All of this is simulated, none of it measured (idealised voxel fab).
process module | voxel capacitor over wiring
cross-section cut | 245 nm wide | cells 5 nm
A cross-section is a grid of square cells, given in bands from the top down. A band is one or more rows of cells.
Each band's line starts with the height of the band's top and of its bottom, in nm. Then come its materials from left to right, each with its width in nm. One material with "throughout" fills the band from edge to edge. "air" is empty space.
Height 0 is the level under which the wafer as received is all one material. The lowest band goes on downwards, as in "0 down".
A width such as "30 to 40" changes by the same amount from each row of cells to the next, from the band's top row to its bottom row.
"no change" after a step means that no cell of the cross-section changed.
closed voids: empty space of 8 cells or more with no open way to the top, each as width x height at its distance from the left edge, in nm
after a step's settings: what the simulator itself notes on the step
overlay nm, on a step with a mask: how far to the right of its planned place the mask lay; to the left if negative
plan
1 op RECEIVE | material Si
2 op CONFORMAL_DEP | material SiO2 | thk nm 10
3 op DIRECTIONAL_DEP | material TiN | thk nm 5
4 op DIRECTIONAL_DEP | material Ru | thk nm 15
5 op PATTERN | tone cover | mask id METAL_1 | material resist | width nm 20 | pitch nm 85 | thk nm 20 | overlay nm 0
6 op DIRECTIONAL_ETCH | etch materials Ru | depth nm 15
7 op DIRECTIONAL_ETCH | etch materials TiN | depth nm 5
8 op STRIP | etch materials resist
9 op CONFORMAL_DEP | material SiN | thk nm 5
10 op FILL_DEP | material SiO2 | thk nm 10
11 op CMP | height nm 30
12 op CONFORMAL_DEP | material SiCN | thk nm 5
13 op DIRECTIONAL_DEP | material SiO2 | thk nm 15
14 op DIRECTIONAL_DEP | material aC | thk nm 10
15 op PATTERN | tone open | mask id PLUG_1 | material resist | width nm 15 | thk nm 25 | overlay nm 0
16 op DIRECTIONAL_ETCH | etch materials aC | depth nm 10
17 op STRIP | etch materials resist
18 op DIRECTIONAL_ETCH | etch materials SiO2 | depth nm 15
19 op DIRECTIONAL_ETCH | etch materials SiCN | depth nm 5
20 op STRIP | etch materials aC
21 op EPI | material Ru | thk nm 10
22 op EPI | material Ru | thk nm 10
23 op DIRECTIONAL_DEP | material TiN | thk nm 10
24 op DIRECTIONAL_DEP | material SiN | thk nm 5
25 op DIRECTIONAL_DEP | material TiN | thk nm 10
26 op PATTERN | tone cover | mask id UPPER_PLATE | material resist | width nm 70 | thk nm 15 | overlay nm 0
27 op DIRECTIONAL_ETCH | etch materials TiN | depth nm 10
28 op DIRECTIONAL_ETCH | etch materials SiN | depth nm 5
29 op STRIP | etch materials resist
30 op PATTERN | tone cover | mask id LOWER_PLATE | material resist | width nm 80 | thk nm 15 | overlay nm 0
31 op DIRECTIONAL_ETCH | etch materials TiN | depth nm 10
32 op STRIP | etch materials resist
33 op FILL_DEP | material SiO2 | thk nm 20
34 op CMP | height nm 90
35 op PATTERN | tone open | mask id PLUG_2 | material resist | width nm 15 | thk nm 15 | overlay nm 0
36 op DIRECTIONAL_ETCH | etch materials SiO2 | depth nm 15
37 op STRIP | etch materials resist
38 op CONFORMAL_DEP | material TiN | thk nm 5
39 op FILL_DEP | material W | thk nm 10
40 op CMP | height nm 90
41 op CONFORMAL_DEP | material SiN | thk nm 5
first wafer, as planned
as received, after step 1
  0 down: Si throughout
  closed voids: none
after step 2
  10 to 0: SiO2 throughout
  below 0: unchanged
after step 3
  15 to 10: TiN throughout
  below 10: unchanged
after step 4
  30 to 15: Ru throughout
  below 15: unchanged
after step 5
  50 to 30: air 70 | resist 20 | air 65 | resist 20 | air 70
  below 30: unchanged
after step 6
  50 to 30: air 70 | resist 20 | air 65 | resist 20 | air 70
  30 to 15: air 70 | Ru 20 | air 65 | Ru 20 | air 70
  below 15: unchanged
after step 7
  50 to 30: air 70 | resist 20 | air 65 | resist 20 | air 70
  30 to 15: air 70 | Ru 20 | air 65 | Ru 20 | air 70
  15 to 10: air 70 | TiN 20 | air 65 | TiN 20 | air 70
  below 10: unchanged
after step 8
  30 to 15: air 70 | Ru 20 | air 65 | Ru 20 | air 70
  below 15: unchanged
after step 9
  35 to 30: air 65 | SiN 30 | air 55 | SiN 30 | air 65
  30 to 15: air 65 | SiN 5 | Ru 20 | SiN 5 | air 55 | SiN 5 | Ru 20 | SiN 5 | air 65
  15 to 10: SiN 70 | TiN 20 | SiN 65 | TiN 20 | SiN 70
  below 10: unchanged
after step 10
  45 to 35: SiO2 throughout
  35 to 30: SiO2 65 | SiN 30 | SiO2 55 | SiN 30 | SiO2 65
  30 to 15: SiO2 65 | SiN 5 | Ru 20 | SiN 5 | SiO2 55 | SiN 5 | Ru 20 | SiN 5 | SiO2 65
  below 15: unchanged
after step 11
  30 to 15: SiO2 65 | SiN 5 | Ru 20 | SiN 5 | SiO2 55 | SiN 5 | Ru 20 | SiN 5 | SiO2 65
  below 15: unchanged
after step 12
  35 to 30: SiCN throughout
  below 30: unchanged
after step 13
  50 to 35: SiO2 throughout
  below 35: unchanged
after step 14
  60 to 50: aC throughout
  below 50: unchanged
after step 15
  85 to 60: resist 75 | air 15 | resist 155
  below 60: unchanged
after step 16
  75 to 60: resist 75 | air 15 | resist 155
  60 to 50: aC 75 | air 15 | aC 155
  below 50: unchanged
after step 17
  60 to 50: aC 75 | air 15 | aC 155
  below 50: unchanged
after step 18
  60 to 50: aC 75 | air 15 | aC 155
  50 to 35: SiO2 75 | air 15 | SiO2 155
  below 35: unchanged
after step 19
  60 to 50: aC 75 | air 15 | aC 155
  50 to 35: SiO2 75 | air 15 | SiO2 155
  35 to 30: SiCN 75 | air 15 | SiCN 155
  below 30: unchanged
after step 20
  50 to 35: SiO2 75 | air 15 | SiO2 155
  below 35: unchanged
after step 21
  50 to 40: SiO2 75 | air 15 | SiO2 155
  40 to 35: SiO2 75 | Ru 15 | SiO2 155
  35 to 30: SiCN 75 | Ru 15 | SiCN 155
  below 30: unchanged
after step 22
  50 to 35: SiO2 75 | Ru 15 | SiO2 155
  below 35: unchanged
after step 23
  60 to 50: TiN throughout
  below 50: unchanged
after step 24
  65 to 60: SiN throughout
  below 60: unchanged
after step 25
  75 to 65: TiN throughout
  below 65: unchanged
after step 26
  90 to 75: air 75 | resist 70 | air 100
  below 75: unchanged
after step 27
  90 to 75: air 75 | resist 70 | air 100
  75 to 65: air 75 | TiN 70 | air 100
  below 65: unchanged
after step 28
  90 to 75: air 75 | resist 70 | air 100
  75 to 65: air 75 | TiN 70 | air 100
  65 to 60: air 75 | SiN 70 | air 100
  below 60: unchanged
after step 29
  75 to 65: air 75 | TiN 70 | air 100
  below 65: unchanged
after step 30
  90 to 75: air 70 | resist 80 | air 95
  75 to 65: air 70 | resist 5 | TiN 70 | resist 5 | air 95
  65 to 60: air 70 | resist 5 | SiN 70 | resist 5 | air 95
  below 60: unchanged
after step 31
  90 to 75: air 70 | resist 80 | air 95
  75 to 65: air 70 | resist 5 | TiN 70 | resist 5 | air 95
  65 to 60: air 70 | resist 5 | SiN 70 | resist 5 | air 95
  60 to 50: air 70 | TiN 80 | air 95
  below 50: unchanged
after step 32
  75 to 65: air 75 | TiN 70 | air 100
  65 to 60: air 75 | SiN 70 | air 100
  below 60: unchanged
after step 33
  95 to 75: SiO2 throughout
  75 to 65: SiO2 75 | TiN 70 | SiO2 100
  65 to 60: SiO2 75 | SiN 70 | SiO2 100
  60 to 50: SiO2 70 | TiN 80 | SiO2 95
  below 50: unchanged
after step 34
  90 to 75: SiO2 throughout
  below 75: unchanged
after step 35
  105 to 90: resist 85 | air 15 | resist 145
  below 90: unchanged
after step 36
  105 to 90: resist 85 | air 15 | resist 145
  90 to 75: SiO2 85 | air 15 | SiO2 145
  below 75: unchanged
after step 37
  90 to 75: SiO2 85 | air 15 | SiO2 145
  below 75: unchanged
after step 38
  95 to 90: TiN 90 | air 5 | TiN 150
  90 to 80: SiO2 85 | TiN 5 | air 5 | TiN 5 | SiO2 145
  80 to 75: SiO2 85 | TiN 15 | SiO2 145
  below 75: unchanged
after step 39
  105 to 95: W throughout
  95 to 90: TiN 90 | W 5 | TiN 150
  90 to 80: SiO2 85 | TiN 5 | W 5 | TiN 5 | SiO2 145
  below 80: unchanged
after step 40
  90 to 80: SiO2 85 | TiN 5 | W 5 | TiN 5 | SiO2 145
  below 80: unchanged
after step 41
  95 to 90: SiN throughout
  below 90: unchanged
second wafer: like start, like plan, one mistake. Through step 22 it matches the first wafer
when step 23 should have ended
  55 to 50: SiN throughout
  below 50: unchanged
when step 24 should have ended
  65 to 55: TiN throughout
  below 55: unchanged
when step 25 should have ended
  75 to 55: TiN throughout
  below 55: unchanged
when step 26 should have ended
  90 to 75: air 75 | resist 70 | air 100
  below 75: unchanged
when step 27 should have ended
  90 to 75: air 75 | resist 70 | air 100
  75 to 65: air 75 | TiN 70 | air 100
  below 65: unchanged
when step 28 should have ended: no change
when step 29 should have ended
  75 to 65: air 75 | TiN 70 | air 100
  below 65: unchanged
when step 30 should have ended
  90 to 75: air 70 | resist 80 | air 95
  75 to 65: air 70 | resist 5 | TiN 70 | resist 5 | air 95
  below 65: unchanged
when step 31 should have ended
  90 to 75: air 70 | resist 80 | air 95
  75 to 65: air 70 | resist 5 | TiN 70 | resist 5 | air 95
  65 to 55: air 70 | TiN 80 | air 95
  below 55: unchanged
when step 32 should have ended
  75 to 65: air 75 | TiN 70 | air 100
  below 65: unchanged
when step 33 should have ended
  95 to 75: SiO2 throughout
  75 to 65: SiO2 75 | TiN 70 | SiO2 100
  65 to 55: SiO2 70 | TiN 80 | SiO2 95
  below 55: unchanged
when step 34 should have ended
  90 to 75: SiO2 throughout
  below 75: unchanged
when step 35 should have ended
  105 to 90: resist 85 | air 15 | resist 145
  below 90: unchanged
when step 36 should have ended
  105 to 90: resist 85 | air 15 | resist 145
  90 to 75: SiO2 85 | air 15 | SiO2 145
  below 75: unchanged
when step 37 should have ended
  90 to 75: SiO2 85 | air 15 | SiO2 145
  below 75: unchanged
when step 38 should have ended
  95 to 90: TiN 90 | air 5 | TiN 150
  90 to 80: SiO2 85 | TiN 5 | air 5 | TiN 5 | SiO2 145
  80 to 75: SiO2 85 | TiN 15 | SiO2 145
  below 75: unchanged
when step 39 should have ended
  105 to 95: W throughout
  95 to 90: TiN 90 | W 5 | TiN 150
  90 to 80: SiO2 85 | TiN 5 | W 5 | TiN 5 | SiO2 145
  below 80: unchanged
when step 40 should have ended
  90 to 80: SiO2 85 | TiN 5 | W 5 | TiN 5 | SiO2 145
  below 80: unchanged
when step 41 should have ended
  95 to 90: SiN throughout
  below 90: unchanged
what went wrong: steps 23 and 24 were swapped
at the end the second wafer has, in cells: 35 more of SiN | 35 fewer of SiO2
